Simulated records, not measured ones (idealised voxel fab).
process module | voxel self aligned vias
It is cross-section cut that appears here, measuring 285 nm in width, its square cells being 5 nm in size.
In what follows, cross-sections appear as grids of square cells, described through bands that run from the top down, where every band is one or more rows of cells.
For a band, the entry starts with two heights in nm, that of the top and then that of the bottom, and carries on with the band's materials in order from left to right, each alongside its width in nm; the word "everywhere" beside a single material means it fills the band edge to edge, and "empty" means empty space.
Heights are reckoned from 0. Under this level, the received wafer is all of one material. The bottommost band is open-ended downward, for example "from 0 down".
Width "30 to 40": first value at the band's top row of cells, second value at its bottom row, equal change from row to row.
The designation "no change occurred", where it is given for a processing step, indicates that no cell of the cross-section was altered in the course of that step.
Entry "Unvented internal voids". Content: empty spaces with no open connection to the top, size 8 cells or greater. Each: width x height at distance. Distance: from left edge. Unit: nm.
Post-settings text on a step line: simulator's own remark regarding the step.
You can add "overlay nm" to a step's line. For a step with a mask, it describes how far the mask lay to the right of its planned position, and a negative number describes a lay to the left.
If you're wondering how to read the rest of this, here's the deal. It's pairs of cross-sections: one from before a process step, one from after it. The after one is only drawn as far down as the lowest band that changed. Right under each pair you'll see which step sits between them and what its settings were. Don't read the pairs as one continuous story, though. They can come from different runs of this module on the same starting wafer, and a pair only carries on from the one above it where its entry headed "Pre-process" says so.
## Pre-process
> from 60 to 40 | 80 lowk | 35 empty | 55 lowk | 35 empty | 80 lowk
> from 40 to 35 | 85 lowk | 20 empty | 25 lowk | 20 SiN | 25 lowk | 20 empty | 90 lowk
> from 35 to 20 | 85 lowk | 5 TiN | 10 W | 5 TiN | 25 lowk | 5 TiN | 10 W | 5 TiN | 25 lowk | 5 TiN | 10 W | 5 TiN | 90 lowk
> from 20 to 15 | 85 lowk | 20 TiN | 25 lowk | 20 TiN | 25 lowk | 20 TiN | 90 lowk
> from 15 to 10 | SiCN everywhere
> from 10 to 0 | SiO2 everywhere
> from 0 down | Si everywhere
> Unvented internal voids: none
## As Processed
> from 65 to 60 | 85 TiN | 25 empty | 65 TiN | 25 empty | 85 TiN
> from 60 to 45 | 80 lowk | 5 TiN | 25 empty | 5 TiN | 55 lowk | 5 TiN | 25 empty | 5 TiN | 80 lowk
> from 45 to 40 | 80 lowk | 10 TiN | 10 empty | 15 TiN | 55 lowk | 10 TiN | 10 empty | 15 TiN | 80 lowk
> from 40 to 35 | 85 lowk | 20 TiN | 25 lowk | 20 SiN | 25 lowk | 20 TiN | 90 lowk
> Lower than 35, everything is as it was.
> Unvented internal voids: none
The transition between the preceding cross-sections is accomplished by CONFORMAL_DEP [material TiN] [thk nm 5]
Pre-process: just use the after drawing of the pair above as your starting point.
## As Processed
> from 70 to 65 | Ru everywhere
> from 65 to 60 | 85 TiN | 25 Ru | 65 TiN | 25 Ru | 85 TiN
> from 60 to 45 | 80 lowk | 5 TiN | 25 Ru | 5 TiN | 55 lowk | 5 TiN | 25 Ru | 5 TiN | 80 lowk
> from 45 to 40 | 80 lowk | 10 TiN | 10 Ru | 15 TiN | 55 lowk | 10 TiN | 10 Ru | 15 TiN | 80 lowk
> Lower than 40, everything is as it was.
> Unvented internal voids: none
The transition between the preceding cross-sections is accomplished by FILL_DEP [material Ru] [thk nm 5]
Pre-process: just use the after drawing of the pair above as your starting point.
## As Processed
> from 60 to 45 | 80 lowk | 5 TiN | 25 Ru | 5 TiN | 55 lowk | 5 TiN | 25 Ru | 5 TiN | 80 lowk
> Lower than 45, everything is as it was.
> Unvented internal voids: none
The transition between the preceding cross-sections is accomplished by CMP [height nm 60]
Pre-process: just use the after drawing of the pair above as your starting point.
## As Processed
> from 65 to 60 | SiCN everywhere
> Lower than 60, everything is as it was.
> Unvented internal voids: none
The transition between the preceding cross-sections is accomplished by CONFORMAL_DEP [material SiCN] [thk nm 5]
## Pre-process
> from 70 to 60 | aC everywhere
> from 60 to 40 | lowk everywhere
> from 40 to 35 | 85 lowk | 20 SiN | 25 lowk | 20 SiN | 25 lowk | 20 SiN | 90 lowk
> from 35 to 20 | 85 lowk | 5 TiN | 10 W | 5 TiN | 25 lowk | 5 TiN | 10 W | 5 TiN | 25 lowk | 5 TiN | 10 W | 5 TiN | 90 lowk
> from 20 to 15 | 85 lowk | 20 TiN | 25 lowk | 20 TiN | 25 lowk | 20 TiN | 90 lowk
> from 15 to 10 | SiCN everywhere
> from 10 to 0 | SiO2 everywhere
> from 0 down | Si everywhere
> Unvented internal voids: none
## As Processed
> from 100 to 70 | 90 resist | 30 empty | 60 resist | 30 empty | 75 resist
> Lower than 70, everything is as it was.
> Unvented internal voids: none
The transition between the preceding cross-sections is accomplished by PATTERN [tone open] [mask id VIAS] [material resist] [width nm 30] [pitch nm 90] [thk nm 30] [overlay nm 10]
Pre-process: just use the after drawing of the pair above as your starting point.
## As Processed
> from 90 to 70 | 90 resist | 30 empty | 60 resist | 30 empty | 75 resist
> from 70 to 60 | 90 aC | 30 empty | 60 aC | 30 empty | 75 aC
> Lower than 60, everything is as it was.
> Unvented internal voids: none
The transition between the preceding cross-sections is accomplished by DIRECTIONAL_ETCH [etch materials aC] [depth nm 10]
Pre-process: just use the after drawing of the pair above as your starting point.
## As Processed
> from 70 to 60 | 90 aC | 30 empty | 60 aC | 30 empty | 75 aC
> Lower than 60, everything is as it was.
> Unvented internal voids: none
The transition between the preceding cross-sections is accomplished by STRIP [etch materials resist]
Pre-process: just use the after drawing of the pair above as your starting point.
## As Processed
> from 70 to 60 | 90 aC | 30 empty | 60 aC | 30 empty | 75 aC
> from 60 to 40 | 90 lowk | 30 empty | 60 lowk | 30 empty | 75 lowk
> Lower than 40, everything is as it was.
> Unvented internal voids: none
The transition between the preceding cross-sections is accomplished by DIRECTIONAL_ETCH [etch materials lowk] [depth nm 20]
Pre-process: just use the after drawing of the pair above as your starting point.
## As Processed
> from 70 to 60 | 90 aC | 30 empty | 60 aC | 30 empty | 75 aC
> from 60 to 40 | 90 lowk | 30 empty | 60 lowk | 30 empty | 75 lowk
> from 40 to 35 | 85 lowk | 5 SiN | 15 empty | 25 lowk | 20 SiN | 25 lowk | 5 SiN | 15 empty | 90 lowk
> Lower than 35, everything is as it was.
> Unvented internal voids: none
The transition between the preceding cross-sections is accomplished by DIRECTIONAL_ETCH [etch materials SiN] [depth nm 5]
Pre-process: just use the after drawing of the pair above as your starting point.
## As Processed
> from 60 to 40 | 90 lowk | 30 empty | 60 lowk | 30 empty | 75 lowk
> Lower than 40, everything is as it was.
> Unvented internal voids: none
The transition between the preceding cross-sections is accomplished by STRIP [etch materials aC]
Pre-process: just use the after drawing of the pair above as your starting point.
## As Processed
> from 65 to 60 | 95 TiN | 20 empty | 70 TiN | 20 empty | 80 TiN
> from 60 to 45 | 90 lowk | 5 TiN | 20 empty | 5 TiN | 60 lowk | 5 TiN | 20 empty | 5 TiN | 75 lowk
> from 45 to 40 | 90 lowk | 5 TiN | 5 empty | 20 TiN | 60 lowk | 5 TiN | 5 empty | 20 TiN | 75 lowk
> from 40 to 35 | 85 lowk | 5 SiN | 15 TiN | 25 lowk | 20 SiN | 25 lowk | 5 SiN | 15 TiN | 90 lowk
> Lower than 35, everything is as it was.
> Unvented internal voids: none
The transition between the preceding cross-sections is accomplished by CONFORMAL_DEP [material TiN] [thk nm 5]
Pre-process: just use the after drawing of the pair above as your starting point.
## As Processed
> from 70 to 65 | Ru everywhere
> from 65 to 60 | 95 TiN | 20 Ru | 70 TiN | 20 Ru | 80 TiN
> from 60 to 45 | 90 lowk | 5 TiN | 20 Ru | 5 TiN | 60 lowk | 5 TiN | 20 Ru | 5 TiN | 75 lowk
> from 45 to 40 | 90 lowk | 5 TiN | 5 Ru | 20 TiN | 60 lowk | 5 TiN | 5 Ru | 20 TiN | 75 lowk
> Lower than 40, everything is as it was.
> Unvented internal voids: none
The transition between the preceding cross-sections is accomplished by FILL_DEP [material Ru] [thk nm 5]
Pre-process: just use the after drawing of the pair above as your starting point.
## As Processed
> from 60 to 45 | 90 lowk | 5 TiN | 20 Ru | 5 TiN | 60 lowk | 5 TiN | 20 Ru | 5 TiN | 75 lowk
> Lower than 45, everything is as it was.
> Unvented internal voids: none
The transition between the preceding cross-sections is accomplished by CMP [height nm 60]
Pre-process: just use the after drawing of the pair above as your starting point.
## As Processed
> from 65 to 60 | SiCN everywhere
> Lower than 60, everything is as it was.
> Unvented internal voids: none
The transition between the preceding cross-sections is accomplished by CONFORMAL_DEP [material SiCN] [thk nm 5]
## Pre-process
> from 40 to 35 | 85 lowk | 20 empty | 25 lowk | 20 empty | 25 lowk | 20 empty | 90 lowk
> from 35 to 20 | 85 lowk | 5 TiN | 10 W | 5 TiN | 25 lowk | 5 TiN | 10 W | 5 TiN | 25 lowk | 5 TiN | 10 W | 5 TiN | 90 lowk
> from 20 to 15 | 85 lowk | 20 TiN | 25 lowk | 20 TiN | 25 lowk | 20 TiN | 90 lowk
> from 15 to 10 | SiCN everywhere
> from 10 to 0 | SiO2 everywhere
> from 0 down | Si everywhere
> Unvented internal voids: none
## As Processed
> from 45 to 40 | SiO2 everywhere
> from 40 to 35 | 85 lowk | 20 SiO2 | 25 lowk | 20 SiO2 | 25 lowk | 20 SiO2 | 90 lowk
> Lower than 35, everything is as it was.
> Unvented internal voids: none
The transition between the preceding cross-sections is accomplished by FILL_DEP [material SiO2] [thk nm 5]
Pre-process: just use the after drawing of the pair above as your starting point.
## As Processed
> from 40 to 35 | 85 lowk | 20 SiO2 | 25 lowk | 20 SiO2 | 25 lowk | 20 SiO2 | 90 lowk
> Lower than 35, everything is as it was.
> Unvented internal voids: none
The transition between the preceding cross-sections is accomplished by CMP [height nm 40]
Pre-process: just use the after drawing of the pair above as your starting point.
## As Processed
> from 60 to 40 | lowk everywhere
> Lower than 40, everything is as it was.
> Unvented internal voids: none
The transition between the preceding cross-sections is accomplished by DIRECTIONAL_DEP [material lowk] [thk nm 20]
Pre-process: just use the after drawing of the pair above as your starting point.
## As Processed
> from 70 to 60 | aC everywhere
> Lower than 60, everything is as it was.
> Unvented internal voids: none
The transition between the preceding cross-sections is accomplished by DIRECTIONAL_DEP [material aC] [thk nm 10]
Pre-process: just use the after drawing of the pair above as your starting point.
## As Processed
> from 100 to 70 | 80 resist | 30 empty | 60 resist | 30 empty | 85 resist
> Lower than 70, everything is as it was.
> Unvented internal voids: none
The transition between the preceding cross-sections is accomplished by PATTERN [tone open] [mask id VIAS] [material resist] [width nm 30] [pitch nm 90] [thk nm 30] [overlay nm 0]
Pre-process: just use the after drawing of the pair above as your starting point.
## As Processed
> from 90 to 70 | 80 resist | 30 empty | 60 resist | 30 empty | 85 resist
> from 70 to 60 | 80 aC | 30 empty | 60 aC | 30 empty | 85 aC
> Lower than 60, everything is as it was.
> Unvented internal voids: none
The transition between the preceding cross-sections is accomplished by DIRECTIONAL_ETCH [etch materials aC] [depth nm 10]
Pre-process: just use the after drawing of the pair above as your starting point.
## As Processed
> from 70 to 60 | 80 aC | 30 empty | 60 aC | 30 empty | 85 aC
> Lower than 60, everything is as it was.
> Unvented internal voids: none
The transition between the preceding cross-sections is accomplished by STRIP [etch materials resist]
Pre-process: just use the after drawing of the pair above as your starting point.
## As Processed
> from 70 to 60 | 80 aC | 30 empty | 60 aC | 30 empty | 85 aC
> from 60 to 40 | 80 lowk | 30 empty | 60 lowk | 30 empty | 85 lowk
> Lower than 40, everything is as it was.
> Unvented internal voids: none
The transition between the preceding cross-sections is accomplished by DIRECTIONAL_ETCH [etch materials lowk] [depth nm 20]
Pre-process: just use the after drawing of the pair above as your starting point.
## As Processed
> from 60 to 40 | 80 lowk | 30 empty | 60 lowk | 30 empty | 85 lowk
> Lower than 40, everything is as it was.
> Unvented internal voids: none
The transition between the preceding cross-sections is accomplished by STRIP [etch materials aC]
Pre-process: just use the after drawing of the pair above as your starting point.
## As Processed
> from 65 to 60 | 85 TiN | 20 empty | 70 TiN | 20 empty | 90 TiN
> from 60 to 45 | 80 lowk | 5 TiN | 20 empty | 5 TiN | 60 lowk | 5 TiN | 20 empty | 5 TiN | 85 lowk
> from 45 to 40 | 80 lowk | 30 TiN | 60 lowk | 30 TiN | 85 lowk
> Lower than 40, everything is as it was.
> Unvented internal voids: none
The transition between the preceding cross-sections is accomplished by CONFORMAL_DEP [material TiN] [thk nm 5]
Pre-process: just use the after drawing of the pair above as your starting point.
## As Processed
> from 70 to 65 | Ru everywhere
> from 65 to 60 | 85 TiN | 20 Ru | 70 TiN | 20 Ru | 90 TiN
> from 60 to 45 | 80 lowk | 5 TiN | 20 Ru | 5 TiN | 60 lowk | 5 TiN | 20 Ru | 5 TiN | 85 lowk
> Lower than 45, everything is as it was.
> Unvented internal voids: none
The transition between the preceding cross-sections is accomplished by FILL_DEP [material Ru] [thk nm 5]
Pre-process: just use the after drawing of the pair above as your starting point.
## As Processed
> from 60 to 45 | 80 lowk | 5 TiN | 20 Ru | 5 TiN | 60 lowk | 5 TiN | 20 Ru | 5 TiN | 85 lowk
> Lower than 45, everything is as it was.
> Unvented internal voids: none
The transition between the preceding cross-sections is accomplished by CMP [height nm 60]
Pre-process: just use the after drawing of the pair above as your starting point.
## As Processed
> from 65 to 60 | SiCN everywhere
> Lower than 60, everything is as it was.
> Unvented internal voids: none
The transition between the preceding cross-sections is accomplished by CONFORMAL_DEP [material SiCN] [thk nm 5]
## Pre-process
> from 40 to 15 | lowk everywhere
> from 15 to 10 | SiCN everywhere
> from 10 to 0 | SiO2 everywhere
> from 0 down | Si everywhere
> Unvented internal voids: none
## As Processed
> from 40 to 15 | 85 empty | 20 lowk | 25 empty | 20 lowk | 25 empty | 20 lowk | 90 empty
> Lower than 15, everything is as it was.
> Unvented internal voids: none
The transition between the preceding cross-sections is accomplished by MASKED_ETCH [tone cover] [mask id LINES] [width nm 20] [pitch nm 45] [etch materials lowk] [depth nm 25] [overlay nm 0]
Pre-process: just use the after drawing of the pair above as your starting point.
## As Processed
> from 45 to 40 | 80 empty | 30 TiN | 15 empty | 30 TiN | 15 empty | 30 TiN | 85 empty
> from 40 to 20 | 80 empty | 5 TiN | 20 lowk | 5 TiN | 15 empty | 5 TiN | 20 lowk | 5 TiN | 15 empty | 5 TiN | 20 lowk | 5 TiN | 85 empty
> from 20 to 15 | 85 TiN | 20 lowk | 25 TiN | 20 lowk | 25 TiN | 20 lowk | 90 TiN
> Lower than 15, everything is as it was.
> Unvented internal voids: none
The transition between the preceding cross-sections is accomplished by CONFORMAL_DEP [material TiN] [thk nm 5]
Pre-process: just use the after drawing of the pair above as your starting point.
## As Processed
> from 55 to 45 | W everywhere
> from 45 to 40 | 80 W | 30 TiN | 15 W | 30 TiN | 15 W | 30 TiN | 85 W
> from 40 to 20 | 80 W | 5 TiN | 20 lowk | 5 TiN | 15 W | 5 TiN | 20 lowk | 5 TiN | 15 W | 5 TiN | 20 lowk | 5 TiN | 85 W
> Lower than 20, everything is as it was.
> Unvented internal voids: none
The transition between the preceding cross-sections is accomplished by FILL_DEP [material W] [thk nm 10]
Pre-process: just use the after drawing of the pair above as your starting point.
## As Processed
> from 40 to 20 | 80 W | 5 TiN | 20 lowk | 5 TiN | 15 W | 5 TiN | 20 lowk | 5 TiN | 15 W | 5 TiN | 20 lowk | 5 TiN | 85 W
> Lower than 20, everything is as it was.
> Unvented internal voids: none
The transition between the preceding cross-sections is accomplished by CMP [height nm 40]
Pre-process: just use the after drawing of the pair above as your starting point.
## As Processed
> from 40 to 35 | 85 empty | 20 lowk | 25 empty | 20 lowk | 25 empty | 20 lowk | 90 empty
> Lower than 35, everything is as it was.
> Unvented internal voids: none
The transition between the preceding cross-sections is accomplished by SELECTIVE_ETCH [etch materials W Ru TiN] [depth nm 5]
Pre-process: just use the after drawing of the pair above as your starting point.
## As Processed
> from 45 to 40 | SiN everywhere
> from 40 to 35 | 85 SiN | 20 lowk | 25 SiN | 20 lowk | 25 SiN | 20 lowk | 90 SiN
> Lower than 35, everything is as it was.
> Unvented internal voids: none
The transition between the preceding cross-sections is accomplished by FILL_DEP [material SiN] [thk nm 5]
Pre-process: just use the after drawing of the pair above as your starting point.
## As Processed
> from 40 to 35 | 85 SiN | 20 lowk | 25 SiN | 20 lowk | 25 SiN | 20 lowk | 90 SiN
> Lower than 35, everything is as it was.
> Unvented internal voids: none
The transition between the preceding cross-sections is accomplished by CMP [height nm 40]
Pre-process: just use the after drawing of the pair above as your starting point.
## As Processed
> from 60 to 40 | lowk everywhere
> Lower than 40, everything is as it was.
> Unvented internal voids: none
The transition between the preceding cross-sections is accomplished by DIRECTIONAL_DEP [material lowk] [thk nm 20]
Pre-process: just use the after drawing of the pair above as your starting point.
## As Processed
> from 70 to 60 | aC everywhere
> Lower than 60, everything is as it was.
> Unvented internal voids: none
The transition between the preceding cross-sections is accomplished by DIRECTIONAL_DEP [material aC] [thk nm 10]
Pre-process: just use the after drawing of the pair above as your starting point.
## As Processed
> from 100 to 70 | 80 resist | 30 empty | 60 resist | 30 empty | 85 resist
> Lower than 70, everything is as it was.
> Unvented internal voids: none
The transition between the preceding cross-sections is accomplished by PATTERN [tone open] [mask id VIAS] [material resist] [width nm 30] [pitch nm 90] [thk nm 30] [overlay nm 0]
Pre-process: just use the after drawing of the pair above as your starting point.
## As Processed
> from 90 to 70 | 80 resist | 30 empty | 60 resist | 30 empty | 85 resist
> from 70 to 60 | 80 aC | 30 empty | 60 aC | 30 empty | 85 aC
> Lower than 60, everything is as it was.
> Unvented internal voids: none
The transition between the preceding cross-sections is accomplished by DIRECTIONAL_ETCH [etch materials aC] [depth nm 10]
Pre-process: just use the after drawing of the pair above as your starting point.
## As Processed
> from 70 to 60 | 80 aC | 30 empty | 60 aC | 30 empty | 85 aC
> Lower than 60, everything is as it was.
> Unvented internal voids: none
The transition between the preceding cross-sections is accomplished by STRIP [etch materials resist]
Pre-process: just use the after drawing of the pair above as your starting point.
## As Processed
> from 70 to 60 | 80 aC | 30 empty | 60 aC | 30 empty | 85 aC
> from 60 to 40 | 80 lowk | 30 empty | 60 lowk | 30 empty | 85 lowk
> Lower than 40, everything is as it was.
> Unvented internal voids: none
The transition between the preceding cross-sections is accomplished by DIRECTIONAL_ETCH [etch materials lowk] [depth nm 20]
Pre-process: just use the after drawing of the pair above as your starting point.
## As Processed
> from 70 to 60 | 80 aC | 30 empty | 60 aC | 30 empty | 85 aC
> from 60 to 40 | 80 lowk | 30 empty | 60 lowk | 30 empty | 85 lowk
> from 40 to 35 | 80 SiN | 5 empty | 20 lowk | 5 empty | 20 SiN | 20 lowk | 20 SiN | 5 empty | 20 lowk | 5 empty | 85 SiN
> Lower than 35, everything is as it was.
> Unvented internal voids: none
The transition between the preceding cross-sections is accomplished by DIRECTIONAL_ETCH [etch materials SiN] [depth nm 5]
Pre-process: just use the after drawing of the pair above as your starting point.
## As Processed
> from 60 to 40 | 80 lowk | 30 empty | 60 lowk | 30 empty | 85 lowk
> Lower than 40, everything is as it was.
> Unvented internal voids: none
The transition between the preceding cross-sections is accomplished by STRIP [etch materials aC]
Pre-process: just use the after drawing of the pair above as your starting point.
## As Processed
> from 65 to 60 | 85 TiN | 20 empty | 70 TiN | 20 empty | 90 TiN
> from 60 to 45 | 80 lowk | 5 TiN | 20 empty | 5 TiN | 60 lowk | 5 TiN | 20 empty | 5 TiN | 85 lowk
> from 45 to 40 | 80 lowk | 30 TiN | 60 lowk | 30 TiN | 85 lowk
> from 40 to 35 | 80 SiN | 5 TiN | 20 lowk | 5 TiN | 20 SiN | 20 lowk | 20 SiN | 5 TiN | 20 lowk | 5 TiN | 85 SiN
> Lower than 35, everything is as it was.
> Unvented internal voids: none
The transition between the preceding cross-sections is accomplished by CONFORMAL_DEP [material TiN] [thk nm 5]
Pre-process: just use the after drawing of the pair above as your starting point.
## As Processed
> from 70 to 65 | Ru everywhere
> from 65 to 60 | 85 TiN | 20 Ru | 70 TiN | 20 Ru | 90 TiN
> from 60 to 45 | 80 lowk | 5 TiN | 20 Ru | 5 TiN | 60 lowk | 5 TiN | 20 Ru | 5 TiN | 85 lowk
> Lower than 45, everything is as it was.
> Unvented internal voids: none
The transition between the preceding cross-sections is accomplished by FILL_DEP [material Ru] [thk nm 5]
Pre-process: just use the after drawing of the pair above as your starting point.
## As Processed
> from 60 to 45 | 80 lowk | 5 TiN | 20 Ru | 5 TiN | 60 lowk | 5 TiN | 20 Ru | 5 TiN | 85 lowk
> Lower than 45, everything is as it was.
> Unvented internal voids: none
The transition between the preceding cross-sections is accomplished by CMP [height nm 60]
Pre-process: just use the after drawing of the pair above as your starting point.
## As Processed
> from 65 to 60 | SiCN everywhere
> Lower than 60, everything is as it was.
> Unvented internal voids: none
The transition between the preceding cross-sections is accomplished by CONFORMAL_DEP [material SiCN] [thk nm 5]
